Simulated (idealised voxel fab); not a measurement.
Process module heading - voxel ribs on slabs
Square cell edge 5 nm, section width 155 nm, ID cut.
If you're reading a cross-section in this doc, picture square cells in a grid; it comes to you as bands, top ones listed first down to the bottom, and a band can be one or more rows of cells.
What a band's entry tells you: where the top is and where the bottom is, as heights in nm, and after that what lies inside, material by material from left to right, each with its width in nm. Empty space is written as the word "blank", and a single material marked with the word "throughout" occupies the band from edge to edge.
Convention: height 0 is the level below which the wafer, as received, is all one material. The lowest band does not terminate at the bottom but continues downward, represented as "0 nm and below".
The expression "30->40" gives the width at the extremes of the band, the first number at its top row of cells and the second at its bottom row, with the width changing by equal amounts from each row to the next in between.
For the purposes of this document, the phrase "all unchanged" attached to a step denotes that no cell within the cross-section was modified by that step.
Voids lacking openings: empty space of 8 cells or more with no open way to the top, each as width x height at its distance from the left edge, in nm
Whatever follows a step's settings on its line is a remark the simulator itself makes about that step.
When a step includes a mask, the "overlay nm" setting on its line states how far to the right of its planned place that mask lay, and negative values state how far to the left.

### Below is the list of planned process steps
- 1: RECEIVE (material Si)
- 2: DIRECTIONAL_DEP (material SiO2; thk nm 30)
- 3: DIRECTIONAL_DEP (material polySi; thk nm 20)
- 4: PATTERN (tone cover; mask id RIB; material resist; width nm 15; thk nm 15; overlay nm 0)
- 5: DIRECTIONAL_ETCH (etch materials polySi; depth nm 10)
- 6: STRIP (etch materials resist)
- 7: DIRECTIONAL_DEP (material aC; thk nm 15)
- 8: PATTERN (tone cover; mask id SLAB; material resist; width nm 75; thk nm 35; overlay nm 0)
- 9: DIRECTIONAL_ETCH (etch materials aC; depth nm 15)
- 10: STRIP (etch materials resist)
- 11: DIRECTIONAL_ETCH (etch materials polySi; depth nm 10)
- 12: STRIP (etch materials aC)
- 13: FILL_DEP (material SiO2; thk nm 25)
- 14: CMP (height nm 65)
- 15: DIRECTIONAL_DEP (material W; thk nm 10)
- 16: PATTERN (tone cover; mask id HEATER; material resist; width nm 25; thk nm 15; overlay nm 0)
- 17: DIRECTIONAL_ETCH (etch materials W; depth nm 10)
- 18: STRIP (etch materials resist)
- 19: CONFORMAL_DEP (material SiO2; thk nm 5)

### This is the cross-section of the wafer as we received it, i.e. after step 1
	0 nm and below  Si throughout
	Voids lacking openings: none

### Starting wafer: above. Plan: above. Run: one mistake. Cross-section after the module: below
	80 nm to 75 nm  blank (60) / SiO2 (35) / blank (60)
	75 nm to 70 nm  blank (60) / SiO2 (5) / W (25) / SiO2 (5) / blank (60)
	70 nm to 65 nm  SiO2 (65) / W (25) / SiO2 (65)
	65 nm to 20 nm  SiO2 throughout
	20 nm to 0 nm  polySi throughout
	0 nm and below  Si throughout
	Voids lacking openings: none
Where did the run depart from the plan? ran 2 and 3 in swapped order versus the plan
